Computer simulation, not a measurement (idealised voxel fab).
process module | voxel spacer lines
cross-section cut | 175 nm wide | cells 5 nm
A cross-section is a grid of square cells, given in bands from the top down. A band is one or more rows of cells.
Each band's line starts with the height of the band's top and of its bottom, in nm. Then come its materials from left to right, each with its width in nm. One material with "throughout" fills the band from edge to edge. "air" is empty space.
Height 0 is the level under which the wafer as received is all one material. The lowest band goes on downwards, as in "0 down".
A width such as "30 to 40" changes by the same amount from each row of cells to the next, from the band's top row to its bottom row.
"no change" after a step means that no cell of the cross-section changed.
closed voids: empty space of 8 cells or more with no open way to the top, each as width x height at its distance from the left edge, in nm
after a step's settings: what the simulator itself notes on the step
overlay nm, on a step with a mask: how far to the right of its planned place the mask lay; to the left if negative
plan
1 op RECEIVE | material Si
2 op CONFORMAL_DEP | material Al2O3 | thk nm 5
3 op DIRECTIONAL_DEP | material W | thk nm 15
4 op DIRECTIONAL_DEP | material aC | thk nm 30
5 op PATTERN | tone cover | mask id MANDREL | material resist | width nm 20 | pitch nm 70 | thk nm 35 | overlay nm 0
6 op DIRECTIONAL_ETCH | etch materials aC | depth nm 30
7 op STRIP | etch materials resist
8 op CONFORMAL_DEP | material SiN | thk nm 15
9 op DIRECTIONAL_ETCH | etch materials SiN | depth nm 15
10 op STRIP | etch materials aC
11 op DIRECTIONAL_ETCH | etch materials W | depth nm 15
12 op STRIP | etch materials SiN
13 op FILL_DEP | material SiO2 | thk nm 5
14 op CMP | height nm 20
as received, after step 1
  0 down: Si throughout
  closed voids: none
a wafer at the end: this start, this plan, one mistake
  20 to 15: Al2O3 throughout
  15 to 0: W throughout
  0 down: Si throughout
  closed voids: none
what went wrong: steps 2 and 3 were swapped
